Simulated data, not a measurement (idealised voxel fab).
Process module under the name voxel wiring stack
Square cell edge 5 nm, section width 160 nm, ID cut.
For the purposes of this document, a cross-section shall be understood as a grid of square cells, specified as bands listed in top-to-bottom order, each band consisting of one or more rows of cells. This entry defines a band. It first specifies the height of the band's top and the height of its bottom in nm, and then specifies the band's materials from left to right, stating each material with its width in nm. The word "everywhere" identifies a single material that fills the band from edge to edge, while the word "air" identifies empty space. Heights are measured from 0, the level below which the as-received wafer is all one material; the lowest band has no bottom and continues downward, written as in "0 down". Top row gets the first number, bottom row gets the second, and each row in between changes by the same step: that is how a band width like "30..40" works. For the purposes of this document, the phrase "no alteration" attached to a step denotes that no cell within the cross-section was modified by that step. What "Listed closed voids" gives you is every empty space of 8 cells or more that is cut off from the top. Each appears as width x height at distance, with the distance taken from the left edge and width, height and distance all in nm. Heads up: the bit after the settings on a step's line is the simulator's remark on that step. A step's line can hold "overlay nm"; with a mask on that step, the setting says how far right of the planned place the mask lay, while a negative setting says it lay to the left.

### Here's what the planned process steps look like
| 1 | RECEIVE (material Si) |
| 2 | CONFORMAL_DEP (material SiO2; thk nm 15) |
| 3 | CONFORMAL_DEP (material SiN; thk nm 5) |
| 4 | DIRECTIONAL_DEP (material SiO2; thk nm 25) |
| 5 | PATTERN (tone open; mask id METAL_1; material resist; width nm 25; pitch nm 45; thk nm 15; overlay nm 0) |
| 6 | DIRECTIONAL_ETCH (etch materials SiO2; depth nm 25) |
| 7 | DIRECTIONAL_ETCH (etch materials SiN; depth nm 5) |
| 8 | STRIP (etch materials resist) |
| 9 | CONFORMAL_DEP (material TiN; thk nm 5) |
| 10 | FILL_DEP (material W; thk nm 5) |
| 11 | CMP (height nm 45) |
| 12 | CONFORMAL_DEP (material SiCN; thk nm 5) |
| 13 | DIRECTIONAL_DEP (material SiO2; thk nm 30) |
| 14 | DIRECTIONAL_DEP (material aC; thk nm 10) |
| 15 | PATTERN (tone open; mask id METAL_2_HOLES; material resist; width nm 15; pitch nm 90; thk nm 30; overlay nm 0) |
| 16 | DIRECTIONAL_ETCH (etch materials aC; depth nm 10) |
| 17 | STRIP (etch materials resist) |
| 18 | DIRECTIONAL_ETCH (etch materials SiO2; depth nm 30) |
| 19 | STRIP (etch materials aC) |
| 20 | DIRECTIONAL_DEP (material aC; thk nm 15) |
| 21 | PATTERN (tone open; mask id METAL_2; material resist; width nm 25; pitch nm 45; thk nm 35; overlay nm 0) |
| 22 | DIRECTIONAL_ETCH (etch materials aC; depth nm 15) |
| 23 | STRIP (etch materials resist) |
| 24 | DIRECTIONAL_ETCH (etch materials SiO2; depth nm 15) |
| 25 | DIRECTIONAL_ETCH (etch materials SiCN; depth nm 5) |
| 26 | STRIP (etch materials aC) |
| 27 | CONFORMAL_DEP (material TiN; thk nm 5) |
| 28 | FILL_DEP (material Cu; thk nm 10) |
| 29 | CMP (height nm 80) |
| 30 | CONFORMAL_DEP (material SiCN; thk nm 5) |

### Wafer, first of two, run as planned

### So this is the incoming wafer in cross-section - it's already been through step 1
* 0 down = Si everywhere
* Listed closed voids: none

### after step 2
* 15 to 0 = SiO2 everywhere
* Nothing below the height 0 has changed.

### after step 3
* 20 to 15 = SiN everywhere
* Nothing below the height 15 has changed.

### after step 4
* 45 to 20 = SiO2 everywhere
* Nothing below the height 20 has changed.

### after step 5
* 60 to 45 = resist=20, then air=25, then resist=20, then air=25, then resist=20, then air=25, then resist=25
* Nothing below the height 45 has changed.

### after step 6
* 60 to 45 = resist=20, then air=25, then resist=20, then air=25, then resist=20, then air=25, then resist=25
* 45 to 20 = SiO2=20, then air=25, then SiO2=20, then air=25, then SiO2=20, then air=25, then SiO2=25
* Nothing below the height 20 has changed.

### after step 7
* 60 to 45 = resist=20, then air=25, then resist=20, then air=25, then resist=20, then air=25, then resist=25
* 45 to 20 = SiO2=20, then air=25, then SiO2=20, then air=25, then SiO2=20, then air=25, then SiO2=25
* 20 to 15 = SiN=20, then air=25, then SiN=20, then air=25, then SiN=20, then air=25, then SiN=25
* Nothing below the height 15 has changed.

### after step 8
* 45 to 20 = SiO2=20, then air=25, then SiO2=20, then air=25, then SiO2=20, then air=25, then SiO2=25
* Nothing below the height 20 has changed.

### after step 9
* 50 to 45 = TiN=25, then air=15, then TiN=30, then air=15, then TiN=30, then air=15, then TiN=30
* 45 to 20 = SiO2=20, then TiN=5, then air=15, then TiN=5, then SiO2=20, then TiN=5, then air=15, then TiN=5, then SiO2=20, then TiN=5, then air=15, then TiN=5, then SiO2=25
* 20 to 15 = SiN=20, then TiN=25, then SiN=20, then TiN=25, then SiN=20, then TiN=25, then SiN=25
* Nothing below the height 15 has changed.

### after step 10
* 55 to 50 = W everywhere
* 50 to 45 = TiN=25, then W=15, then TiN=30, then W=15, then TiN=30, then W=15, then TiN=30
* 45 to 20 = SiO2=20, then TiN=5, then W=15, then TiN=5, then SiO2=20, then TiN=5, then W=15, then TiN=5, then SiO2=20, then TiN=5, then W=15, then TiN=5, then SiO2=25
* Nothing below the height 20 has changed.

### after step 11
* 45 to 20 = SiO2=20, then TiN=5, then W=15, then TiN=5, then SiO2=20, then TiN=5, then W=15, then TiN=5, then SiO2=20, then TiN=5, then W=15, then TiN=5, then SiO2=25
* Nothing below the height 20 has changed.

### after step 12
* 50 to 45 = SiCN everywhere
* Nothing below the height 45 has changed.

### after step 13
* 80 to 50 = SiO2 everywhere
* Nothing below the height 50 has changed.

### after step 14
* 90 to 80 = aC everywhere
* Nothing below the height 80 has changed.

### after step 15
* 120 to 90 = resist=20, then air=15, then resist=75, then air=15, then resist=35
* Nothing below the height 90 has changed.

### after step 16
* 110 to 90 = resist=20, then air=15, then resist=75, then air=15, then resist=35
* 90 to 80 = aC=20, then air=15, then aC=75, then air=15, then aC=35
* Nothing below the height 80 has changed.

### after step 17
* 90 to 80 = aC=20, then air=15, then aC=75, then air=15, then aC=35
* Nothing below the height 80 has changed.

### after step 18
* 90 to 80 = aC=20, then air=15, then aC=75, then air=15, then aC=35
* 80 to 50 = SiO2=20, then air=15, then SiO2=75, then air=15, then SiO2=35
* Nothing below the height 50 has changed.

### after step 19
* 80 to 50 = SiO2=20, then air=15, then SiO2=75, then air=15, then SiO2=35
* Nothing below the height 50 has changed.

### after step 20
* 95 to 80 = aC=20, then air=15, then aC=75, then air=15, then aC=35
* 80 to 65 = SiO2=20, then air=15, then SiO2=75, then air=15, then SiO2=35
* 65 to 50 = SiO2=20, then aC=15, then SiO2=75, then aC=15, then SiO2=35
* Nothing below the height 50 has changed.

### after step 21
* 130 to 95 = resist=20, then air=25, then resist=20, then air=25, then resist=20, then air=25, then resist=25
* Nothing below the height 95 has changed.

### after step 22
* 115 to 95 = resist=20, then air=25, then resist=20, then air=25, then resist=20, then air=25, then resist=25
* 95 to 80 = aC=20, then air=25, then aC=20, then air=25, then aC=20, then air=25, then aC=25
* 80 to 50 = SiO2=20, then air=15, then SiO2=75, then air=15, then SiO2=35
* Nothing below the height 50 has changed.

### after step 23
* 95 to 80 = aC=20, then air=25, then aC=20, then air=25, then aC=20, then air=25, then aC=25
* Nothing below the height 80 has changed.

### after step 24
* 95 to 80 = aC=20, then air=25, then aC=20, then air=25, then aC=20, then air=25, then aC=25
* 80 to 65 = SiO2=20, then air=25, then SiO2=20, then air=25, then SiO2=20, then air=25, then SiO2=25
* Nothing below the height 65 has changed.

### after step 25
* 95 to 80 = aC=20, then air=25, then aC=20, then air=25, then aC=20, then air=25, then aC=25
* 80 to 65 = SiO2=20, then air=25, then SiO2=20, then air=25, then SiO2=20, then air=25, then SiO2=25
* 65 to 50 = SiO2=20, then air=15, then SiO2=75, then air=15, then SiO2=35
* 50 to 45 = SiCN=20, then air=15, then SiCN=75, then air=15, then SiCN=35
* Nothing below the height 45 has changed.

### after step 26
* 80 to 65 = SiO2=20, then air=25, then SiO2=20, then air=25, then SiO2=20, then air=25, then SiO2=25
* Nothing below the height 65 has changed.

### after step 27
* 85 to 80 = TiN=25, then air=15, then TiN=30, then air=15, then TiN=30, then air=15, then TiN=30
* 80 to 70 = SiO2=20, then TiN=5, then air=15, then TiN=5, then SiO2=20, then TiN=5, then air=15, then TiN=5, then SiO2=20, then TiN=5, then air=15, then TiN=5, then SiO2=25
* 70 to 65 = SiO2=20, then TiN=5, then air=5, then TiN=15, then SiO2=20, then TiN=25, then SiO2=20, then TiN=5, then air=5, then TiN=15, then SiO2=25
* 65 to 50 = SiO2=20, then TiN=5, then air=5, then TiN=5, then SiO2=75, then TiN=5, then air=5, then TiN=5, then SiO2=35
* 50 to 45 = SiCN=20, then TiN=15, then SiCN=75, then TiN=15, then SiCN=35
* Nothing below the height 45 has changed.

### after step 28
* 95 to 85 = Cu everywhere
* 85 to 80 = TiN=25, then Cu=15, then TiN=30, then Cu=15, then TiN=30, then Cu=15, then TiN=30
* 80 to 70 = SiO2=20, then TiN=5, then Cu=15, then TiN=5, then SiO2=20, then TiN=5, then Cu=15, then TiN=5, then SiO2=20, then TiN=5, then Cu=15, then TiN=5, then SiO2=25
* 70 to 65 = SiO2=20, then TiN=5, then Cu=5, then TiN=15, then SiO2=20, then TiN=25, then SiO2=20, then TiN=5, then Cu=5, then TiN=15, then SiO2=25
* 65 to 50 = SiO2=20, then TiN=5, then Cu=5, then TiN=5, then SiO2=75, then TiN=5, then Cu=5, then TiN=5, then SiO2=35
* Nothing below the height 50 has changed.

### after step 29
* 80 to 70 = SiO2=20, then TiN=5, then Cu=15, then TiN=5, then SiO2=20, then TiN=5, then Cu=15, then TiN=5, then SiO2=20, then TiN=5, then Cu=15, then TiN=5, then SiO2=25
* Nothing below the height 70 has changed.

### after step 30
* 85 to 80 = SiCN everywhere
* Nothing below the height 80 has changed.

### Wafer two of the pair: same origin, same plan, one error during the run; identical to wafer one up to and including step 11

### Cross-section, second wafer, at the end time the plan gives for step 12
* 75 to 45 = SiO2 everywhere
* Nothing below the height 45 has changed.

### Cross-section, second wafer, at the end time the plan gives for step 13
* 80 to 75 = SiCN everywhere
* Nothing below the height 75 has changed.

### Cross-section, second wafer, at the end time the plan gives for step 14
* 90 to 80 = aC everywhere
* Nothing below the height 80 has changed.

### Cross-section, second wafer, at the end time the plan gives for step 15
* 120 to 90 = resist=20, then air=15, then resist=75, then air=15, then resist=35
* Nothing below the height 90 has changed.

### Cross-section, second wafer, at the end time the plan gives for step 16
* 110 to 90 = resist=20, then air=15, then resist=75, then air=15, then resist=35
* 90 to 80 = aC=20, then air=15, then aC=75, then air=15, then aC=35
* Nothing below the height 80 has changed.

### Cross-section, second wafer, at the end time the plan gives for step 17
* 90 to 80 = aC=20, then air=15, then aC=75, then air=15, then aC=35
* Nothing below the height 80 has changed.

Cross-section, second wafer, at the end time the plan gives for step 18: no alteration

### Cross-section, second wafer, at the end time the plan gives for step 19
* 80 to 75 = SiCN everywhere
* Nothing below the height 75 has changed.

### Cross-section, second wafer, at the end time the plan gives for step 20
* 95 to 80 = aC everywhere
* Nothing below the height 80 has changed.

### Cross-section, second wafer, at the end time the plan gives for step 21
* 130 to 95 = resist=20, then air=25, then resist=20, then air=25, then resist=20, then air=25, then resist=25
* Nothing below the height 95 has changed.

### Cross-section, second wafer, at the end time the plan gives for step 22
* 115 to 95 = resist=20, then air=25, then resist=20, then air=25, then resist=20, then air=25, then resist=25
* 95 to 80 = aC=20, then air=25, then aC=20, then air=25, then aC=20, then air=25, then aC=25
* Nothing below the height 80 has changed.

### Cross-section, second wafer, at the end time the plan gives for step 23
* 95 to 80 = aC=20, then air=25, then aC=20, then air=25, then aC=20, then air=25, then aC=25
* Nothing below the height 80 has changed.

Cross-section, second wafer, at the end time the plan gives for step 24: no alteration

### Cross-section, second wafer, at the end time the plan gives for step 25
* 95 to 80 = aC=20, then air=25, then aC=20, then air=25, then aC=20, then air=25, then aC=25
* 80 to 75 = SiCN=20, then air=25, then SiCN=20, then air=25, then SiCN=20, then air=25, then SiCN=25
* Nothing below the height 75 has changed.

### Cross-section, second wafer, at the end time the plan gives for step 26
* 80 to 75 = SiCN=20, then air=25, then SiCN=20, then air=25, then SiCN=20, then air=25, then SiCN=25
* Nothing below the height 75 has changed.

### Cross-section, second wafer, at the end time the plan gives for step 27
* 85 to 80 = TiN=25, then air=15, then TiN=30, then air=15, then TiN=30, then air=15, then TiN=30
* 80 to 75 = SiCN=20, then TiN=25, then SiCN=20, then TiN=25, then SiCN=20, then TiN=25, then SiCN=25
* Nothing below the height 75 has changed.

### Cross-section, second wafer, at the end time the plan gives for step 28
* 95 to 85 = Cu everywhere
* 85 to 80 = TiN=25, then Cu=15, then TiN=30, then Cu=15, then TiN=30, then Cu=15, then TiN=30
* Nothing below the height 80 has changed.

### Cross-section, second wafer, at the end time the plan gives for step 29
* 80 to 75 = SiCN=20, then TiN=25, then SiCN=20, then TiN=25, then SiCN=20, then TiN=25, then SiCN=25
* Nothing below the height 75 has changed.

### Cross-section, second wafer, at the end time the plan gives for step 30
* 85 to 80 = SiCN everywhere
* Nothing below the height 80 has changed.
So what did we get wrong on this run? it was found that steps 12 and 13 of the process plan had been performed in exchanged positions
It is noted that, at the conclusion of processing, the second wafer exhibits a higher or lower cell count for certain materials relative to the first: Cu -26, SiCN -9, SiO2 +63, TiN -28
